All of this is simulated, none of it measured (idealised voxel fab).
The following process module bears the name voxel wiring stack.
Cross-section cut spans 210 nm and uses square cells 5 nm in size.
Cross-sections here: square-cell grids, written as top-down lists of bands, a band being one or more rows of cells. Look at the band entry: it leads with the top's height and the bottom's height in nm. Then it lists the materials left to right, with a width in nm for each. The word "throughout" on a single material says that material fills the band edge to edge. The word "blank" is empty space. The reference from which all heights are counted is 0, the level beneath which the as-received wafer is entirely one material; the lowest band, having no lower bound, proceeds downward and is written after the example "from 0 down". The notation "30 to 40" denotes a width that varies across the rows of cells in the band, beginning at the first number in the top row, finishing at the second number in the bottom row, and changing by an identical amount from each row to the next. Step note "all unchanged" = no cross-section cell changed. "Cavities, closed" lists enclosed empty spaces (at least 8 cells, no open path upward to the top), each as width x height at distance from the left edge, in nm. What comes after the settings on a step's line is commentary from the simulator itself on that step. You can add "overlay nm" to a step's line. For a step with a mask, it describes how far the mask lay to the right of its planned position, and a negative number describes a lay to the left.
-- Below is the list of planned process steps
1: RECEIVE | material Si
2: CONFORMAL_DEP | material SiO2 | thk nm 15
3: CONFORMAL_DEP | material SiCN | thk nm 5
4: DIRECTIONAL_DEP | material lowk | thk nm 15
5: PATTERN | tone open | mask id METAL_1 | material resist | width nm 30 | pitch nm 45 | thk nm 15 | overlay nm 0
6: DIRECTIONAL_ETCH | etch materials lowk | depth nm 15
7: DIRECTIONAL_ETCH | etch materials SiCN | depth nm 5
8: STRIP | etch materials resist
9: CONFORMAL_DEP | material TiN | thk nm 5
10: FILL_DEP | material W | thk nm 5
11: CMP | height nm 35
12: CONFORMAL_DEP | material SiCN | thk nm 5
13: DIRECTIONAL_DEP | material lowk | thk nm 20
14: PATTERN | tone open | mask id PLUG_1 | material resist | width nm 15 | pitch nm 45 | thk nm 20 | overlay nm 0
15: DIRECTIONAL_ETCH | etch materials lowk | depth nm 20
16: DIRECTIONAL_ETCH | etch materials SiCN | depth nm 5
17: STRIP | etch materials resist
18: CONFORMAL_DEP | material TiN | thk nm 5
19: FILL_DEP | material Ru | thk nm 10
20: CMP | height nm 60
21: DIRECTIONAL_DEP | material TiN | thk nm 5
22: DIRECTIONAL_DEP | material W | thk nm 25
23: DIRECTIONAL_DEP | material aC | thk nm 10
24: PATTERN | tone cover | mask id METAL_2 | material resist | width nm 30 | pitch nm 45 | thk nm 30 | overlay nm 0
25: DIRECTIONAL_ETCH | etch materials aC | depth nm 10
26: STRIP | etch materials resist
27: DIRECTIONAL_ETCH | etch materials W | depth nm 25
28: DIRECTIONAL_ETCH | etch materials TiN | depth nm 5
29: STRIP | etch materials aC
30: FILL_DEP | material lowk | thk nm 5
31: CMP | height nm 90
32: CONFORMAL_DEP | material SiCN | thk nm 5
33: DIRECTIONAL_DEP | material SiO2 | thk nm 35
34: PATTERN | tone open | mask id METAL_3_HOLES | material resist | width nm 15 | pitch nm 45 | thk nm 20 | overlay nm 0
35: DIRECTIONAL_ETCH | etch materials SiO2 | depth nm 35
36: STRIP | etch materials resist
37: DIRECTIONAL_DEP | material aC | thk nm 15
38: PATTERN | tone open | mask id METAL_3 | material resist | width nm 30 | pitch nm 45 | thk nm 30 | overlay nm 0
39: DIRECTIONAL_ETCH | etch materials aC | depth nm 15
40: STRIP | etch materials resist
41: DIRECTIONAL_ETCH | etch materials SiO2 | depth nm 20
42: DIRECTIONAL_ETCH | etch materials SiCN | depth nm 5
43: STRIP | etch materials aC
44: CONFORMAL_DEP | material TiN | thk nm 5
45: FILL_DEP | material Ru | thk nm 10
46: CMP | height nm 130
47: CONFORMAL_DEP | material SiN | thk nm 5
-- First out of two wafers; run went to plan
-- Cross-section, incoming material, after step 1
- from 0 down  Si throughout
- Cavities, closed: none
-- Sectional view: wafer, after step 2
- from 15 to 0  SiO2 throughout
- Unchanged below 0.
-- Sectional view: wafer, after step 3
- from 20 to 15  SiCN throughout
- Unchanged below 15.
-- Sectional view: wafer, after step 4
- from 35 to 20  lowk throughout
- Unchanged below 20.
-- Sectional view: wafer, after step 5
- from 50 to 35  20 resist, then 30 blank, then 15 resist, then 30 blank, then 15 resist, then 30 blank, then 15 resist, then 30 blank, then 25 resist
- Unchanged below 35.
-- Sectional view: wafer, after step 6
- from 50 to 35  20 resist, then 30 blank, then 15 resist, then 30 blank, then 15 resist, then 30 blank, then 15 resist, then 30 blank, then 25 resist
- from 35 to 20  20 lowk, then 30 blank, then 15 lowk, then 30 blank, then 15 lowk, then 30 blank, then 15 lowk, then 30 blank, then 25 lowk
- Unchanged below 20.
-- Sectional view: wafer, after step 7
- from 50 to 35  20 resist, then 30 blank, then 15 resist, then 30 blank, then 15 resist, then 30 blank, then 15 resist, then 30 blank, then 25 resist
- from 35 to 20  20 lowk, then 30 blank, then 15 lowk, then 30 blank, then 15 lowk, then 30 blank, then 15 lowk, then 30 blank, then 25 lowk
- from 20 to 15  20 SiCN, then 30 blank, then 15 SiCN, then 30 blank, then 15 SiCN, then 30 blank, then 15 SiCN, then 30 blank, then 25 SiCN
- Unchanged below 15.
-- Sectional view: wafer, after step 8
- from 35 to 20  20 lowk, then 30 blank, then 15 lowk, then 30 blank, then 15 lowk, then 30 blank, then 15 lowk, then 30 blank, then 25 lowk
- Unchanged below 20.
-- Sectional view: wafer, after step 9
- from 40 to 35  25 TiN, then 20 blank, then 25 TiN, then 20 blank, then 25 TiN, then 20 blank, then 25 TiN, then 20 blank, then 30 TiN
- from 35 to 20  20 lowk, then 5 TiN, then 20 blank, then 5 TiN, then 15 lowk, then 5 TiN, then 20 blank, then 5 TiN, then 15 lowk, then 5 TiN, then 20 blank, then 5 TiN, then 15 lowk, then 5 TiN, then 20 blank, then 5 TiN, then 25 lowk
- from 20 to 15  20 SiCN, then 30 TiN, then 15 SiCN, then 30 TiN, then 15 SiCN, then 30 TiN, then 15 SiCN, then 30 TiN, then 25 SiCN
- Unchanged below 15.
-- Sectional view: wafer, after step 10
- from 45 to 40  W throughout
- from 40 to 35  25 TiN, then 20 W, then 25 TiN, then 20 W, then 25 TiN, then 20 W, then 25 TiN, then 20 W, then 30 TiN
- from 35 to 20  20 lowk, then 5 TiN, then 20 W, then 5 TiN, then 15 lowk, then 5 TiN, then 20 W, then 5 TiN, then 15 lowk, then 5 TiN, then 20 W, then 5 TiN, then 15 lowk, then 5 TiN, then 20 W, then 5 TiN, then 25 lowk
- Unchanged below 20.
-- Sectional view: wafer, after step 11
- from 35 to 20  20 lowk, then 5 TiN, then 20 W, then 5 TiN, then 15 lowk, then 5 TiN, then 20 W, then 5 TiN, then 15 lowk, then 5 TiN, then 20 W, then 5 TiN, then 15 lowk, then 5 TiN, then 20 W, then 5 TiN, then 25 lowk
- Unchanged below 20.
-- Sectional view: wafer, after step 12
- from 40 to 35  SiCN throughout
- Unchanged below 35.
-- Sectional view: wafer, after step 13
- from 60 to 40  lowk throughout
- Unchanged below 40.
-- Sectional view: wafer, after step 14
- from 80 to 60  20 resist, then 15 blank, then 30 resist, then 15 blank, then 30 resist, then 15 blank, then 30 resist, then 15 blank, then 40 resist
- Unchanged below 60.
-- Sectional view: wafer, after step 15
- from 80 to 60  20 resist, then 15 blank, then 30 resist, then 15 blank, then 30 resist, then 15 blank, then 30 resist, then 15 blank, then 40 resist
- from 60 to 40  20 lowk, then 15 blank, then 30 lowk, then 15 blank, then 30 lowk, then 15 blank, then 30 lowk, then 15 blank, then 40 lowk
- Unchanged below 40.
-- Sectional view: wafer, after step 16
- from 80 to 60  20 resist, then 15 blank, then 30 resist, then 15 blank, then 30 resist, then 15 blank, then 30 resist, then 15 blank, then 40 resist
- from 60 to 40  20 lowk, then 15 blank, then 30 lowk, then 15 blank, then 30 lowk, then 15 blank, then 30 lowk, then 15 blank, then 40 lowk
- from 40 to 35  20 SiCN, then 15 blank, then 30 SiCN, then 15 blank, then 30 SiCN, then 15 blank, then 30 SiCN, then 15 blank, then 40 SiCN
- Unchanged below 35.
-- Sectional view: wafer, after step 17
- from 60 to 40  20 lowk, then 15 blank, then 30 lowk, then 15 blank, then 30 lowk, then 15 blank, then 30 lowk, then 15 blank, then 40 lowk
- Unchanged below 40.
-- Sectional view: wafer, after step 18
- from 65 to 60  25 TiN, then 5 blank, then 40 TiN, then 5 blank, then 40 TiN, then 5 blank, then 40 TiN, then 5 blank, then 45 TiN
- from 60 to 40  20 lowk, then 5 TiN, then 5 blank, then 5 TiN, then 30 lowk, then 5 TiN, then 5 blank, then 5 TiN, then 30 lowk, then 5 TiN, then 5 blank, then 5 TiN, then 30 lowk, then 5 TiN, then 5 blank, then 5 TiN, then 40 lowk
- from 40 to 35  20 SiCN, then 15 TiN, then 30 SiCN, then 15 TiN, then 30 SiCN, then 15 TiN, then 30 SiCN, then 15 TiN, then 40 SiCN
- Unchanged below 35.
-- Sectional view: wafer, after step 19
- from 75 to 65  Ru throughout
- from 65 to 60  25 TiN, then 5 Ru, then 40 TiN, then 5 Ru, then 40 TiN, then 5 Ru, then 40 TiN, then 5 Ru, then 45 TiN
- from 60 to 40  20 lowk, then 5 TiN, then 5 Ru, then 5 TiN, then 30 lowk, then 5 TiN, then 5 Ru, then 5 TiN, then 30 lowk, then 5 TiN, then 5 Ru, then 5 TiN, then 30 lowk, then 5 TiN, then 5 Ru, then 5 TiN, then 40 lowk
- Unchanged below 40.
-- Sectional view: wafer, after step 20
- from 60 to 40  20 lowk, then 5 TiN, then 5 Ru, then 5 TiN, then 30 lowk, then 5 TiN, then 5 Ru, then 5 TiN, then 30 lowk, then 5 TiN, then 5 Ru, then 5 TiN, then 30 lowk, then 5 TiN, then 5 Ru, then 5 TiN, then 40 lowk
- Unchanged below 40.
-- Sectional view: wafer, after step 21
- from 65 to 60  TiN throughout
- Unchanged below 60.
-- Sectional view: wafer, after step 22
- from 90 to 65  W throughout
- Unchanged below 65.
-- Sectional view: wafer, after step 23
- from 100 to 90  aC throughout
- Unchanged below 90.
-- Sectional view: wafer, after step 24
- from 130 to 100  20 blank, then 30 resist, then 15 blank, then 30 resist, then 15 blank, then 30 resist, then 15 blank, then 30 resist, then 25 blank
- Unchanged below 100.
-- Sectional view: wafer, after step 25
- from 120 to 100  20 blank, then 30 resist, then 15 blank, then 30 resist, then 15 blank, then 30 resist, then 15 blank, then 30 resist, then 25 blank
- from 100 to 90  20 blank, then 30 aC, then 15 blank, then 30 aC, then 15 blank, then 30 aC, then 15 blank, then 30 aC, then 25 blank
- Unchanged below 90.
-- Sectional view: wafer, after step 26
- from 100 to 90  20 blank, then 30 aC, then 15 blank, then 30 aC, then 15 blank, then 30 aC, then 15 blank, then 30 aC, then 25 blank
- Unchanged below 90.
-- Sectional view: wafer, after step 27
- from 100 to 90  20 blank, then 30 aC, then 15 blank, then 30 aC, then 15 blank, then 30 aC, then 15 blank, then 30 aC, then 25 blank
- from 90 to 65  20 blank, then 30 W, then 15 blank, then 30 W, then 15 blank, then 30 W, then 15 blank, then 30 W, then 25 blank
- Unchanged below 65.
-- Sectional view: wafer, after step 28
- from 100 to 90  20 blank, then 30 aC, then 15 blank, then 30 aC, then 15 blank, then 30 aC, then 15 blank, then 30 aC, then 25 blank
- from 90 to 65  20 blank, then 30 W, then 15 blank, then 30 W, then 15 blank, then 30 W, then 15 blank, then 30 W, then 25 blank
- from 65 to 60  20 blank, then 30 TiN, then 15 blank, then 30 TiN, then 15 blank, then 30 TiN, then 15 blank, then 30 TiN, then 25 blank
- Unchanged below 60.
-- Sectional view: wafer, after step 29
- from 90 to 65  20 blank, then 30 W, then 15 blank, then 30 W, then 15 blank, then 30 W, then 15 blank, then 30 W, then 25 blank
- Unchanged below 65.
-- Sectional view: wafer, after step 30
- from 95 to 90  lowk throughout
- from 90 to 65  20 lowk, then 30 W, then 15 lowk, then 30 W, then 15 lowk, then 30 W, then 15 lowk, then 30 W, then 25 lowk
- from 65 to 60  20 lowk, then 30 TiN, then 15 lowk, then 30 TiN, then 15 lowk, then 30 TiN, then 15 lowk, then 30 TiN, then 25 lowk
- Unchanged below 60.
-- Sectional view: wafer, after step 31
- from 90 to 65  20 lowk, then 30 W, then 15 lowk, then 30 W, then 15 lowk, then 30 W, then 15 lowk, then 30 W, then 25 lowk
- Unchanged below 65.
-- Sectional view: wafer, after step 32
- from 95 to 90  SiCN throughout
- Unchanged below 90.
-- Sectional view: wafer, after step 33
- from 130 to 95  SiO2 throughout
- Unchanged below 95.
-- Sectional view: wafer, after step 34
- from 150 to 130  20 resist, then 15 blank, then 30 resist, then 15 blank, then 30 resist, then 15 blank, then 30 resist, then 15 blank, then 40 resist
- Unchanged below 130.
-- Sectional view: wafer, after step 35
- from 150 to 130  20 resist, then 15 blank, then 30 resist, then 15 blank, then 30 resist, then 15 blank, then 30 resist, then 15 blank, then 40 resist
- from 130 to 95  20 SiO2, then 15 blank, then 30 SiO2, then 15 blank, then 30 SiO2, then 15 blank, then 30 SiO2, then 15 blank, then 40 SiO2
- Unchanged below 95.
-- Sectional view: wafer, after step 36
- from 130 to 95  20 SiO2, then 15 blank, then 30 SiO2, then 15 blank, then 30 SiO2, then 15 blank, then 30 SiO2, then 15 blank, then 40 SiO2
- Unchanged below 95.
-- Sectional view: wafer, after step 37
- from 145 to 130  20 aC, then 15 blank, then 30 aC, then 15 blank, then 30 aC, then 15 blank, then 30 aC, then 15 blank, then 40 aC
- from 130 to 110  20 SiO2, then 15 blank, then 30 SiO2, then 15 blank, then 30 SiO2, then 15 blank, then 30 SiO2, then 15 blank, then 40 SiO2
- from 110 to 95  20 SiO2, then 15 aC, then 30 SiO2, then 15 aC, then 30 SiO2, then 15 aC, then 30 SiO2, then 15 aC, then 40 SiO2
- Unchanged below 95.
-- Sectional view: wafer, after step 38
- from 175 to 145  20 resist, then 30 blank, then 15 resist, then 30 blank, then 15 resist, then 30 blank, then 15 resist, then 30 blank, then 25 resist
- Unchanged below 145.
-- Sectional view: wafer, after step 39
- from 160 to 145  20 resist, then 30 blank, then 15 resist, then 30 blank, then 15 resist, then 30 blank, then 15 resist, then 30 blank, then 25 resist
- from 145 to 130  20 aC, then 30 blank, then 15 aC, then 30 blank, then 15 aC, then 30 blank, then 15 aC, then 30 blank, then 25 aC
- from 130 to 95  20 SiO2, then 15 blank, then 30 SiO2, then 15 blank, then 30 SiO2, then 15 blank, then 30 SiO2, then 15 blank, then 40 SiO2
- Unchanged below 95.
-- Sectional view: wafer, after step 40
- from 145 to 130  20 aC, then 30 blank, then 15 aC, then 30 blank, then 15 aC, then 30 blank, then 15 aC, then 30 blank, then 25 aC
- Unchanged below 130.
-- Sectional view: wafer, after step 41
- from 145 to 130  20 aC, then 30 blank, then 15 aC, then 30 blank, then 15 aC, then 30 blank, then 15 aC, then 30 blank, then 25 aC
- from 130 to 110  20 SiO2, then 30 blank, then 15 SiO2, then 30 blank, then 15 SiO2, then 30 blank, then 15 SiO2, then 30 blank, then 25 SiO2
- Unchanged below 110.
-- Sectional view: wafer, after step 42
- from 145 to 130  20 aC, then 30 blank, then 15 aC, then 30 blank, then 15 aC, then 30 blank, then 15 aC, then 30 blank, then 25 aC
- from 130 to 110  20 SiO2, then 30 blank, then 15 SiO2, then 30 blank, then 15 SiO2, then 30 blank, then 15 SiO2, then 30 blank, then 25 SiO2
- from 110 to 95  20 SiO2, then 15 blank, then 30 SiO2, then 15 blank, then 30 SiO2, then 15 blank, then 30 SiO2, then 15 blank, then 40 SiO2
- from 95 to 90  20 SiCN, then 15 blank, then 30 SiCN, then 15 blank, then 30 SiCN, then 15 blank, then 30 SiCN, then 15 blank, then 40 SiCN
- Unchanged below 90.
-- Sectional view: wafer, after step 43
- from 130 to 110  20 SiO2, then 30 blank, then 15 SiO2, then 30 blank, then 15 SiO2, then 30 blank, then 15 SiO2, then 30 blank, then 25 SiO2
- Unchanged below 110.
-- Sectional view: wafer, after step 44
- from 135 to 130  25 TiN, then 20 blank, then 25 TiN, then 20 blank, then 25 TiN, then 20 blank, then 25 TiN, then 20 blank, then 30 TiN
- from 130 to 115  20 SiO2, then 5 TiN, then 20 blank, then 5 TiN, then 15 SiO2, then 5 TiN, then 20 blank, then 5 TiN, then 15 SiO2, then 5 TiN, then 20 blank, then 5 TiN, then 15 SiO2, then 5 TiN, then 20 blank, then 5 TiN, then 25 SiO2
- from 115 to 110  20 SiO2, then 5 TiN, then 5 blank, then 20 TiN, then 15 SiO2, then 5 TiN, then 5 blank, then 20 TiN, then 15 SiO2, then 5 TiN, then 5 blank, then 20 TiN, then 15 SiO2, then 5 TiN, then 5 blank, then 20 TiN, then 25 SiO2
- from 110 to 95  20 SiO2, then 5 TiN, then 5 blank, then 5 TiN, then 30 SiO2, then 5 TiN, then 5 blank, then 5 TiN, then 30 SiO2, then 5 TiN, then 5 blank, then 5 TiN, then 30 SiO2, then 5 TiN, then 5 blank, then 5 TiN, then 40 SiO2
- from 95 to 90  20 SiCN, then 15 TiN, then 30 SiCN, then 15 TiN, then 30 SiCN, then 15 TiN, then 30 SiCN, then 15 TiN, then 40 SiCN
- Unchanged below 90.
-- Sectional view: wafer, after step 45
- from 145 to 135  Ru throughout
- from 135 to 130  25 TiN, then 20 Ru, then 25 TiN, then 20 Ru, then 25 TiN, then 20 Ru, then 25 TiN, then 20 Ru, then 30 TiN
- from 130 to 115  20 SiO2, then 5 TiN, then 20 Ru, then 5 TiN, then 15 SiO2, then 5 TiN, then 20 Ru, then 5 TiN, then 15 SiO2, then 5 TiN, then 20 Ru, then 5 TiN, then 15 SiO2, then 5 TiN, then 20 Ru, then 5 TiN, then 25 SiO2
- from 115 to 110  20 SiO2, then 5 TiN, then 5 Ru, then 20 TiN, then 15 SiO2, then 5 TiN, then 5 Ru, then 20 TiN, then 15 SiO2, then 5 TiN, then 5 Ru, then 20 TiN, then 15 SiO2, then 5 TiN, then 5 Ru, then 20 TiN, then 25 SiO2
- from 110 to 95  20 SiO2, then 5 TiN, then 5 Ru, then 5 TiN, then 30 SiO2, then 5 TiN, then 5 Ru, then 5 TiN, then 30 SiO2, then 5 TiN, then 5 Ru, then 5 TiN, then 30 SiO2, then 5 TiN, then 5 Ru, then 5 TiN, then 40 SiO2
- Unchanged below 95.
-- Sectional view: wafer, after step 46
- from 130 to 115  20 SiO2, then 5 TiN, then 20 Ru, then 5 TiN, then 15 SiO2, then 5 TiN, then 20 Ru, then 5 TiN, then 15 SiO2, then 5 TiN, then 20 Ru, then 5 TiN, then 15 SiO2, then 5 TiN, then 20 Ru, then 5 TiN, then 25 SiO2
- Unchanged below 115.
-- Sectional view: wafer, after step 47
- from 135 to 130  SiN throughout
- Unchanged below 130.
-- The Second Wafer: Common Origin and Plan, One Mistake in Execution, Identical to the First Through Step 36
-- when step 37 should have ended
- from 145 to 130  20 SiN, then 15 blank, then 30 SiN, then 15 blank, then 30 SiN, then 15 blank, then 30 SiN, then 15 blank, then 40 SiN
- from 130 to 110  20 SiO2, then 15 blank, then 30 SiO2, then 15 blank, then 30 SiO2, then 15 blank, then 30 SiO2, then 15 blank, then 40 SiO2
- from 110 to 95  20 SiO2, then 15 SiN, then 30 SiO2, then 15 SiN, then 30 SiO2, then 15 SiN, then 30 SiO2, then 15 SiN, then 40 SiO2
- Unchanged below 95.
-- when step 38 should have ended
- from 175 to 145  20 resist, then 30 blank, then 15 resist, then 30 blank, then 15 resist, then 30 blank, then 15 resist, then 30 blank, then 25 resist
- Unchanged below 145.
-- when step 39 should have ended
- from 160 to 145  20 resist, then 30 blank, then 15 resist, then 30 blank, then 15 resist, then 30 blank, then 15 resist, then 30 blank, then 25 resist
- Unchanged below 145.
-- when step 40 should have ended
- from 145 to 130  20 SiN, then 15 blank, then 30 SiN, then 15 blank, then 30 SiN, then 15 blank, then 30 SiN, then 15 blank, then 40 SiN
- Unchanged below 130.
when step 41 should have ended: all unchanged
when step 42 should have ended: all unchanged
when step 43 should have ended: all unchanged
-- when step 44 should have ended
- from 150 to 145  25 TiN, then 5 blank, then 40 TiN, then 5 blank, then 40 TiN, then 5 blank, then 40 TiN, then 5 blank, then 45 TiN
- from 145 to 130  20 SiN, then 5 TiN, then 5 blank, then 5 TiN, then 30 SiN, then 5 TiN, then 5 blank, then 5 TiN, then 30 SiN, then 5 TiN, then 5 blank, then 5 TiN, then 30 SiN, then 5 TiN, then 5 blank, then 5 TiN, then 40 SiN
- from 130 to 115  20 SiO2, then 5 TiN, then 5 blank, then 5 TiN, then 30 SiO2, then 5 TiN, then 5 blank, then 5 TiN, then 30 SiO2, then 5 TiN, then 5 blank, then 5 TiN, then 30 SiO2, then 5 TiN, then 5 blank, then 5 TiN, then 40 SiO2
- from 115 to 110  20 SiO2, then 15 TiN, then 30 SiO2, then 15 TiN, then 30 SiO2, then 15 TiN, then 30 SiO2, then 15 TiN, then 40 SiO2
- Unchanged below 110.
-- when step 45 should have ended
- from 160 to 150  Ru throughout
- from 150 to 145  25 TiN, then 5 Ru, then 40 TiN, then 5 Ru, then 40 TiN, then 5 Ru, then 40 TiN, then 5 Ru, then 45 TiN
- from 145 to 130  20 SiN, then 5 TiN, then 5 Ru, then 5 TiN, then 30 SiN, then 5 TiN, then 5 Ru, then 5 TiN, then 30 SiN, then 5 TiN, then 5 Ru, then 5 TiN, then 30 SiN, then 5 TiN, then 5 Ru, then 5 TiN, then 40 SiN
- from 130 to 115  20 SiO2, then 5 TiN, then 5 Ru, then 5 TiN, then 30 SiO2, then 5 TiN, then 5 Ru, then 5 TiN, then 30 SiO2, then 5 TiN, then 5 Ru, then 5 TiN, then 30 SiO2, then 5 TiN, then 5 Ru, then 5 TiN, then 40 SiO2
- Unchanged below 115.
-- when step 46 should have ended
- from 130 to 115  20 SiO2, then 5 TiN, then 5 Ru, then 5 TiN, then 30 SiO2, then 5 TiN, then 5 Ru, then 5 TiN, then 30 SiO2, then 5 TiN, then 5 Ru, then 5 TiN, then 30 SiO2, then 5 TiN, then 5 Ru, then 5 TiN, then 40 SiO2
- Unchanged below 115.
-- when step 47 should have ended
- from 135 to 130  SiN throughout
- Unchanged below 130.
What broke from the plan during processing? step 37 deviated from plan and actually ran as DIRECTIONAL_DEP | material SiN | thk nm 15
The second wafer ends with more or fewer cells of some materials than the first, per final count: Ru -52, SiCN +12, SiN +36, SiO2 +48, TiN -44
